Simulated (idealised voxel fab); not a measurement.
process module | voxel transistor to metal
cross-section cut | 155 nm wide | cells 5 nm
A cross-section is a grid of square cells, given in bands from the top down. A band is one or more rows of cells.
Each band's line starts with the height of the band's top and of its bottom, in nm. Then come its materials from left to right, each with its width in nm. One material with "throughout" fills the band from edge to edge. "air" is empty space.
Height 0 is the level under which the wafer as received is all one material. The lowest band goes on downwards, as in "0 down".
A width such as "30 to 40" changes by the same amount from each row of cells to the next, from the band's top row to its bottom row.
"no change" after a step means that no cell of the cross-section changed.
closed voids: empty space of 8 cells or more with no open way to the top, each as width x height at its distance from the left edge, in nm
after a step's settings: what the simulator itself notes on the step
overlay nm, on a step with a mask: how far to the right of its planned place the mask lay; to the left if negative
plan
1 op RECEIVE | material Si
2 op OXIDIZE | depth nm 5
3 op CONFORMAL_DEP | material SiN | thk nm 10
4 op MASKED_ETCH | tone cover | mask id ACTIVE | width nm 105 | etch materials SiN | depth nm 10 | overlay nm 0
5 op MASKED_ETCH | tone cover | mask id ACTIVE | width nm 95 | etch materials SiO2 | depth nm 5 | overlay nm 0
6 op MASKED_ETCH | tone cover | mask id ACTIVE | width nm 105 | etch materials Si | depth nm 25 | overlay nm 0
7 op OXIDIZE | depth nm 5
8 op FILL_DEP | material SiO2 | thk nm 5
9 op CMP | height nm 10
10 op SELECTIVE_ETCH | etch materials SiO2 | depth nm 10
11 op STRIP | etch materials SiN
12 op SELECTIVE_ETCH | etch materials SiO2 | depth nm 5
13 op OXIDIZE | depth nm 5
14 op DIRECTIONAL_DEP | material polySi | thk nm 30
15 op DIRECTIONAL_DEP | material SiCN | thk nm 15
16 op DIRECTIONAL_DEP | material aC | thk nm 15
17 op PATTERN | tone cover | mask id GATE | material resist | width nm 25 | thk nm 30 | overlay nm 0
18 op DIRECTIONAL_ETCH | etch materials aC | depth nm 15
19 op STRIP | etch materials resist
20 op DIRECTIONAL_ETCH | etch materials SiCN | depth nm 25
21 op DIRECTIONAL_ETCH | etch materials polySi | depth nm 40
22 op STRIP | etch materials aC
23 op CONFORMAL_DEP | material SiO2 | thk nm 5
24 op DIRECTIONAL_ETCH | etch materials SiO2 | depth nm 5
25 op CONFORMAL_DEP | material SiN | thk nm 5
26 op DIRECTIONAL_ETCH | etch materials SiN | depth nm 5
27 op DIRECTIONAL_ETCH | etch materials SiO2 | depth nm 5
28 op EPI | material nSi | thk nm 5
29 op FILL_DEP | material SiO2 | thk nm 10
30 op CMP | height nm 25
31 op STRIP | etch materials polySi
32 op SELECTIVE_ETCH | etch materials SiO2 | depth nm 5
33 op CONFORMAL_DEP | material HfO2 | thk nm 5
34 op CONFORMAL_DEP | material TiN | thk nm 5
35 op FILL_DEP | material W | thk nm 5
36 op CMP | height nm 20
37 op DIRECTIONAL_DEP | material SiO2 | thk nm 15
38 op DIRECTIONAL_DEP | material aC | thk nm 15
39 op PATTERN | tone open | mask id CONTACT | material resist | width nm 20 | pitch nm 75 | thk nm 35 | overlay nm 0
40 op DIRECTIONAL_ETCH | etch materials aC | depth nm 15
41 op STRIP | etch materials resist
42 op DIRECTIONAL_ETCH | etch materials SiO2 | depth nm 40
43 op STRIP | etch materials aC
44 op CONFORMAL_DEP | material TiN | thk nm 5
45 op FILL_DEP | material W | thk nm 5
46 op CMP | height nm 35
47 op CONFORMAL_DEP | material SiCN | thk nm 5
48 op DIRECTIONAL_DEP | material lowk | thk nm 25
49 op PATTERN | tone open | mask id METAL_1 | material resist | width nm 20 | pitch nm 75 | thk nm 20 | overlay nm 0
50 op DIRECTIONAL_ETCH | etch materials lowk | depth nm 25
51 op DIRECTIONAL_ETCH | etch materials SiCN | depth nm 5
52 op STRIP | etch materials resist
53 op CONFORMAL_DEP | material TiN | thk nm 5
54 op FILL_DEP | material Ru | thk nm 5
55 op CMP | height nm 65
56 op EPI | material Ru | thk nm 5
57 op FILL_DEP | material SiCN | thk nm 5
58 op DIRECTIONAL_DEP | material SiO2 | thk nm 30
59 op PATTERN | tone open | mask id METAL_2_HOLES | material resist | width nm 15 | pitch nm 75 | thk nm 15 | overlay nm 0
60 op DIRECTIONAL_ETCH | etch materials SiO2 | depth nm 30
61 op STRIP | etch materials resist
62 op DIRECTIONAL_DEP | material aC | thk nm 10
63 op PATTERN | tone open | mask id METAL_2 | material resist | width nm 20 | pitch nm 75 | thk nm 25 | overlay nm 0
64 op DIRECTIONAL_ETCH | etch materials aC | depth nm 10
65 op STRIP | etch materials resist
66 op DIRECTIONAL_ETCH | etch materials SiO2 | depth nm 15
67 op DIRECTIONAL_ETCH | etch materials SiCN | depth nm 5
68 op STRIP | etch materials aC
69 op CONFORMAL_DEP | material TiN | thk nm 5
70 op FILL_DEP | material Cu | thk nm 10
71 op CMP | height nm 105
72 op CONFORMAL_DEP | material SiCN | thk nm 5
varied across the wafers: width nm of step 5. The plan shows the first wafer's value. All wafers start alike
first wafer as received, after step 1
  0 down: Si throughout
  closed voids: none
each wafer at the end: cells of each material gained (+) or lost (-) since it was received, then its closed voids
width nm 95 | +16 Cu | +17 HfO2 | +32 Ru | -122 Si | +98 SiCN | +10 SiN | +355 SiO2 | +109 TiN | +40 W | +115 lowk | +12 nSi | closed voids: none
width nm 100 | +16 Cu | +17 HfO2 | +32 Ru | -122 Si | +98 SiCN | +10 SiN | +355 SiO2 | +109 TiN | +40 W | +115 lowk | +12 nSi | closed voids: none
width nm 105 | +16 Cu | +17 HfO2 | +32 Ru | -122 Si | +98 SiCN | +10 SiN | +355 SiO2 | +109 TiN | +40 W | +115 lowk | +12 nSi | closed voids: none
width nm 110 | +16 Cu | +17 HfO2 | +32 Ru | -117 Si | +98 SiCN | +10 SiN | +349 SiO2 | +109 TiN | +40 W | +115 lowk | +13 nSi | closed voids: none
width nm 115 | +16 Cu | +17 HfO2 | +32 Ru | -112 Si | +98 SiCN | +10 SiN | +343 SiO2 | +109 TiN | +40 W | +115 lowk | +14 nSi | closed voids: none
width nm 120 | +16 Cu | +17 HfO2 | +32 Ru | -107 Si | +98 SiCN | +10 SiN | +337 SiO2 | +109 TiN | +40 W | +115 lowk | +15 nSi | closed voids: none
